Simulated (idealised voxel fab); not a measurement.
You're looking at the process module voxel gate over fins.
Square cells of 5 nm make up the cross-section cut, whose width is 295 nm.
Heads up, the way a cross-section reads in here is a grid of square cells, handed over as bands from the top down, with every band being one or more rows of cells.
Per band: top height and bottom height in nm, followed by the left-to-right materials and their widths in nm; "all across" marks a single material spanning edge to edge, "air" marks empty space.
Heights are reckoned from 0. Under this level, the received wafer is all of one material. The bottommost band is open-ended downward, for example "0..down".
Per-row width for "30 to 40": begins at first number (top row of band), ends at second number (bottom row), increment between rows held constant.
The designation "remained unchanged", where it is given for a processing step, indicates that no cell of the cross-section was altered in the course of that step.
Voids not open to the top, 8 cells minimum: see "Voids, fully enclosed". Written width x height at distance; distance is from the left edge; nm.
What comes after the settings on a step's line is commentary from the simulator itself on that step.
Regarding "overlay nm": on a step with a mask, it is the distance the mask lay to the right of its planned place; a negative value places it to the left.

## The planned process steps are enumerated hereunder
step 1: RECEIVE: material Si
step 2: CONFORMAL_DEP: material SiN, thk nm 10
step 3: MASKED_ETCH: tone cover, mask id FINS, width nm 15, pitch nm 55, etch materials SiN, depth nm 10, overlay nm 0
step 4: MASKED_ETCH: tone cover, mask id FINS, width nm 15, pitch nm 55, etch materials Si, depth nm 35, overlay nm 0
step 5: FILL_DEP: material SiO2, thk nm 10
step 6: CMP: height nm 10
step 7: PATTERN: tone open, mask id RAIL, material resist, width nm 15, thk nm 15, overlay nm 0
step 8: DIRECTIONAL_ETCH: etch materials SiO2, depth nm 40
step 9: STRIP: etch materials resist
step 10: CONFORMAL_DEP: material TiN, thk nm 5
step 11: FILL_DEP: material Ru, thk nm 5
step 12: CMP: height nm 10
step 13: SELECTIVE_ETCH: etch materials W Ru TiN, depth nm 30
step 14: FILL_DEP: material SiO2, thk nm 5
step 15: CMP: height nm 10
step 16: SELECTIVE_ETCH: etch materials SiO2, depth nm 25
step 17: STRIP: etch materials SiN
step 18: CONFORMAL_DEP: material HfO2, thk nm 5
step 19: CONFORMAL_DEP: material TiN, thk nm 5
step 20: FILL_DEP: material W, thk nm 10
step 21: CMP: height nm 15
step 22: CONFORMAL_DEP: material SiCN, thk nm 10

## Wafer as received: cross-section following step 1
0..down = Si all across
Voids, fully enclosed: none

## As-planned run: cross-section of the first of two wafers at end of module
25..15 = SiCN all across
15..10 = W all across
10..5 = 100 of W, then 35 of TiN, then 20 of W, then 35 of TiN, then 105 of W
5..0 = 100 of W, then 5 of TiN, then 25 of HfO2, then 5 of TiN, then 20 of W, then 5 of TiN, then 25 of HfO2, then 5 of TiN, then 105 of W
0..-5 = 100 of W, then 5 of TiN, then 5 of HfO2, then 15 of Si, then 5 of HfO2, then 5 of TiN, then 20 of W, then 5 of TiN, then 5 of HfO2, then 15 of Si, then 5 of HfO2, then 5 of TiN, then 105 of W
-5..-10 = 105 of TiN, then 5 of HfO2, then 15 of Si, then 5 of HfO2, then 30 of TiN, then 5 of HfO2, then 15 of Si, then 5 of HfO2, then 110 of TiN
-10..-15 = 110 of HfO2, then 15 of Si, then 40 of HfO2, then 15 of Si, then 115 of HfO2
-15..-20 = 110 of SiO2, then 15 of Si, then 40 of SiO2, then 15 of Si, then 115 of SiO2
-20..-25 = 110 of SiO2, then 15 of Si, then 10 of SiO2, then 5 of TiN, then 5 of Ru, then 5 of TiN, then 15 of SiO2, then 15 of Si, then 115 of SiO2
-25..-30 = 110 of SiO2, then 15 of Si, then 10 of SiO2, then 15 of TiN, then 15 of SiO2, then 15 of Si, then 115 of SiO2
-30..-35 = 110 of SiO2, then 15 of Si, then 40 of SiO2, then 15 of Si, then 115 of SiO2
-35..down = Si all across
Voids, fully enclosed: none

## Wafer two, sectioned after the module: the first wafer's start, the first wafer's plan, and one mistake in how it was run
25..15 = SiCN all across
15..10 = W all across
10..5 = 100 of W, then 35 of TiN, then 20 of W, then 35 of TiN, then 105 of W
5..0 = 100 of W, then 5 of TiN, then 25 of HfO2, then 5 of TiN, then 20 of W, then 5 of TiN, then 25 of HfO2, then 5 of TiN, then 105 of W
0..-5 = 100 of W, then 5 of TiN, then 5 of HfO2, then 15 of Si, then 5 of HfO2, then 5 of TiN, then 20 of W, then 5 of TiN, then 5 of HfO2, then 15 of Si, then 5 of HfO2, then 5 of TiN, then 105 of W
-5..-10 = 105 of TiN, then 5 of HfO2, then 15 of Si, then 5 of HfO2, then 30 of TiN, then 5 of HfO2, then 15 of Si, then 5 of HfO2, then 110 of TiN
-10..-15 = 110 of HfO2, then 15 of Si, then 40 of HfO2, then 15 of Si, then 115 of HfO2
-15..-20 = 110 of SiO2, then 15 of Si, then 40 of SiO2, then 15 of Si, then 115 of SiO2
-20..-25 = 110 of SiO2, then 15 of Si, then 5 of SiO2, then 5 of TiN, then 15 of Ru, then 5 of TiN, then 10 of SiO2, then 15 of Si, then 115 of SiO2
-25..-30 = 110 of SiO2, then 15 of Si, then 5 of SiO2, then 25 of TiN, then 10 of SiO2, then 15 of Si, then 115 of SiO2
-30..-35 = 110 of SiO2, then 15 of Si, then 40 of SiO2, then 15 of Si, then 115 of SiO2
-35..down = Si all across
Voids, fully enclosed: none
Deviation noted in wafer processing: step 7, actual vs plan mismatch, actual run PATTERN: tone open, mask id RAIL, material resist, width nm 25, thk nm 15, overlay nm 0
Once processing is complete, comparing cell counts shows that the second wafer has more or fewer of certain materials than the first: 2 more of Ru; 4 fewer of SiO2; 2 more of TiN
